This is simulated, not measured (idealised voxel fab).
Presented below is a process module, voxel released beams.
The width of the displayed cross-section, cut, is 160 nm; its cells are square, with a size of 5 nm.
A cross-section is written here as square cells arranged in a grid, and it is given in bands from the top down, each band taking up one or more rows of cells.
Band: top height; bottom height; in nm. Then, left to right: material with width in nm, for each material. "full width": a single material spanning edge to edge. "empty": empty space.
Height datum 0, below which the as-received substrate wafer is one material. Lowest band open at the bottom, running downward: "0 and below".
It should be noted that a width expressed as "30..40" varies in equal increments from row to row of cells within the band, taking the value of the first number at the top row and that of the second number at the bottom row.
Step note "changes: none" = no cross-section cell changed.
Enclosed voids (no open way to top), threshold 8 cells or more, entry "Closed void catalog", notation width x height at distance, distance from left edge, nm.
Step line, after settings: the simulator's comment on this step.
A step line may carry the setting "overlay nm", which, for steps involving a mask, states the distance by which the mask lay to the right of its intended position; negative values denote displacement to the left.
So here's the lineup of process steps we planned
1. RECEIVE: material Si
2. CONFORMAL_DEP: material Al2O3, thk nm 10
3. DIRECTIONAL_DEP: material SiO2, thk nm 20
4. DIRECTIONAL_DEP: material aC, thk nm 5
5. PATTERN: tone open, mask id ANCHOR, material resist, width nm 25, thk nm 30, overlay nm 0
6. DIRECTIONAL_ETCH: etch materials aC, depth nm 15
7. STRIP: etch materials resist
8. DIRECTIONAL_ETCH: etch materials SiO2, depth nm 20
9. STRIP: etch materials aC
10. CONFORMAL_DEP: material W, thk nm 10
11. PATTERN: tone cover, mask id BEAM, material resist, width nm 80, thk nm 20, overlay nm 0
12. DIRECTIONAL_ETCH: etch materials W, depth nm 10
13. STRIP: etch materials resist
14. STRIP: etch materials SiO2
It is noted that the wafers described herein are identical at the outset and are distinguished by the thk nm of step 4; the value stated in the plan corresponds to the first wafer.
Cross-section: the first of several wafers in its as-received state, i.e. following step 1
> 0 and below  Si full width
> Closed void catalog: none
Gained (+) or lost (-) cells of each material since receipt, then closed voids: one row per wafer, at the end of the module
thk nm 5, +64 Al2O3, +48 W, Closed void catalog: none
thk nm 10, +64 Al2O3, +48 W, Closed void catalog: none
thk nm 15, +64 Al2O3, +48 W, Closed void catalog: none
thk nm 20, +64 Al2O3, Closed void catalog: none
thk nm 25, +64 Al2O3, Closed void catalog: none
thk nm 30, +64 Al2O3, Closed void catalog: none
